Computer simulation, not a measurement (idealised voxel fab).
Presented below is a process module, voxel spacer lines.
Section cut is 225 nm wide and gridded with 5 nm square cells.
This document writes a cross-section as a grid whose cells are square, and gives it as bands, listed from the top down; one or more rows of cells form a band. Quick guide to a band line: top height, bottom height (nm) up front; then every material left to right with its width in nm. Only one material and it's marked "edge to edge"? Then it fills the band edge to edge. And "empty" just means empty space. It should be noted that heights are counted from 0, beneath which the wafer as supplied is of one material throughout, and that the lowest band possesses no lower boundary but continues downward, as written in "from 0 down". So if you see something like "30..40" for the width, read it as the top row of the band sitting at the first number and the bottom row at the second, with every row in between moving by the same amount as the last. Where the words "stayed the same" appear for a step, the cross-section shows no cell changed by that step; every cell remained as before. The entry "Fully sealed voids" lists the empty spaces that cover at least 8 cells and have no open path to the top. Each is written as width x height at distance, where the distance is measured from the left edge and all three values are in nm. Read whatever lies past the settings on a step's line as the simulator's own remark about the step. overlay nm: on a step with a mask, how far right of its planned place the mask lay; negative means left.
[This section lists the process steps that were planned]
1: RECEIVE with material Si
2: CONFORMAL_DEP with material Al2O3, thk nm 10
3: DIRECTIONAL_DEP with material TiN, thk nm 15
4: DIRECTIONAL_DEP with material polySi, thk nm 20
5: PATTERN with tone cover, mask id MANDREL, material resist, width nm 25, pitch nm 80, thk nm 30, overlay nm 0
6: DIRECTIONAL_ETCH with etch materials polySi, depth nm 20
7: STRIP with etch materials resist
8: CONFORMAL_DEP with material SiO2, thk nm 15
9: DIRECTIONAL_ETCH with etch materials SiO2, depth nm 15
10: STRIP with etch materials polySi
11: DIRECTIONAL_ETCH with etch materials TiN, depth nm 15
12: STRIP with etch materials SiO2
13: FILL_DEP with material lowk, thk nm 10
14: CMP with height nm 25
[First of two wafers, processed according to plan]
[Wafer as received: cross-section following step 1]
	from 0 down  Si edge to edge
	Fully sealed voids: none
[Cross-section: wafer state after step 2]
	from 10 to 0  Al2O3 edge to edge
	Below 0, no change.
[Cross-section: wafer state after step 3]
	from 25 to 10  TiN edge to edge
	Below 10, no change.
[Cross-section: wafer state after step 4]
	from 45 to 25  polySi edge to edge
	Below 25, no change.
[Cross-section: wafer state after step 5]
	from 75 to 45  empty=60 | resist=25 | empty=55 | resist=25 | empty=60
	Below 45, no change.
[Cross-section: wafer state after step 6]
	from 75 to 45  empty=60 | resist=25 | empty=55 | resist=25 | empty=60
	from 45 to 25  empty=60 | polySi=25 | empty=55 | polySi=25 | empty=60
	Below 25, no change.
[Cross-section: wafer state after step 7]
	from 45 to 25  empty=60 | polySi=25 | empty=55 | polySi=25 | empty=60
	Below 25, no change.
[Cross-section: wafer state after step 8]
	from 60 to 45  empty=45 | SiO2=55 | empty=25 | SiO2=55 | empty=45
	from 45 to 40  empty=45 | SiO2=15 | polySi=25 | SiO2=15 | empty=25 | SiO2=15 | polySi=25 | SiO2=15 | empty=45
	from 40 to 25  SiO2=60 | polySi=25 | SiO2=55 | polySi=25 | SiO2=60
	Below 25, no change.
[Cross-section: wafer state after step 9]
	from 45 to 25  empty=45 | SiO2=15 | polySi=25 | SiO2=15 | empty=25 | SiO2=15 | polySi=25 | SiO2=15 | empty=45
	Below 25, no change.
[Cross-section: wafer state after step 10]
	from 45 to 25  empty=45 | SiO2=15 | empty=25 | SiO2=15 | empty=25 | SiO2=15 | empty=25 | SiO2=15 | empty=45
	Below 25, no change.
[Cross-section: wafer state after step 11]
	from 45 to 25  empty=45 | SiO2=15 | empty=25 | SiO2=15 | empty=25 | SiO2=15 | empty=25 | SiO2=15 | empty=45
	from 25 to 10  empty=45 | TiN=15 | empty=25 | TiN=15 | empty=25 | TiN=15 | empty=25 | TiN=15 | empty=45
	Below 10, no change.
[Cross-section: wafer state after step 12]
	from 25 to 10  empty=45 | TiN=15 | empty=25 | TiN=15 | empty=25 | TiN=15 | empty=25 | TiN=15 | empty=45
	Below 10, no change.
[Cross-section: wafer state after step 13]
	from 35 to 25  lowk edge to edge
	from 25 to 10  lowk=45 | TiN=15 | lowk=25 | TiN=15 | lowk=25 | TiN=15 | lowk=25 | TiN=15 | lowk=45
	Below 10, no change.
[Cross-section: wafer state after step 14]
	from 25 to 10  lowk=45 | TiN=15 | lowk=25 | TiN=15 | lowk=25 | TiN=15 | lowk=25 | TiN=15 | lowk=45
	Below 10, no change.
[Second of two: same start, same plan, one run error; steps up to and including 8 match the first]
[Here is the second wafer in cross-section at the point where step 9 of the plan should have been done]
	from 45 to 30  empty=60 | polySi=25 | empty=55 | polySi=25 | empty=60
	from 30 to 25  empty=45 | SiO2=15 | polySi=25 | SiO2=15 | empty=25 | SiO2=15 | polySi=25 | SiO2=15 | empty=45
	Below 25, no change.
[Here is the second wafer in cross-section at the point where step 10 of the plan should have been done]
	from 30 to 25  empty=45 | SiO2=15 | empty=25 | SiO2=15 | empty=25 | SiO2=15 | empty=25 | SiO2=15 | empty=45
	Below 25, no change.
[Here is the second wafer in cross-section at the point where step 11 of the plan should have been done]
	from 30 to 25  empty=45 | SiO2=15 | empty=25 | SiO2=15 | empty=25 | SiO2=15 | empty=25 | SiO2=15 | empty=45
	from 25 to 10  empty=45 | TiN=15 | empty=25 | TiN=15 | empty=25 | TiN=15 | empty=25 | TiN=15 | empty=45
	Below 10, no change.
[Here is the second wafer in cross-section at the point where step 12 of the plan should have been done]
	from 25 to 10  empty=45 | TiN=15 | empty=25 | TiN=15 | empty=25 | TiN=15 | empty=25 | TiN=15 | empty=45
	Below 10, no change.
[Here is the second wafer in cross-section at the point where step 13 of the plan should have been done]
	from 35 to 25  lowk edge to edge
	from 25 to 10  lowk=45 | TiN=15 | lowk=25 | TiN=15 | lowk=25 | TiN=15 | lowk=25 | TiN=15 | lowk=45
	Below 10, no change.
[Here is the second wafer in cross-section at the point where step 14 of the plan should have been done]
	from 25 to 10  lowk=45 | TiN=15 | lowk=25 | TiN=15 | lowk=25 | TiN=15 | lowk=25 | TiN=15 | lowk=45
	Below 10, no change.
Deviation from plan: the plan had its step 9 run twice
The two wafers finish with the same cross-section, and therefore the mistake leaves the computed outcome of this model unchanged.
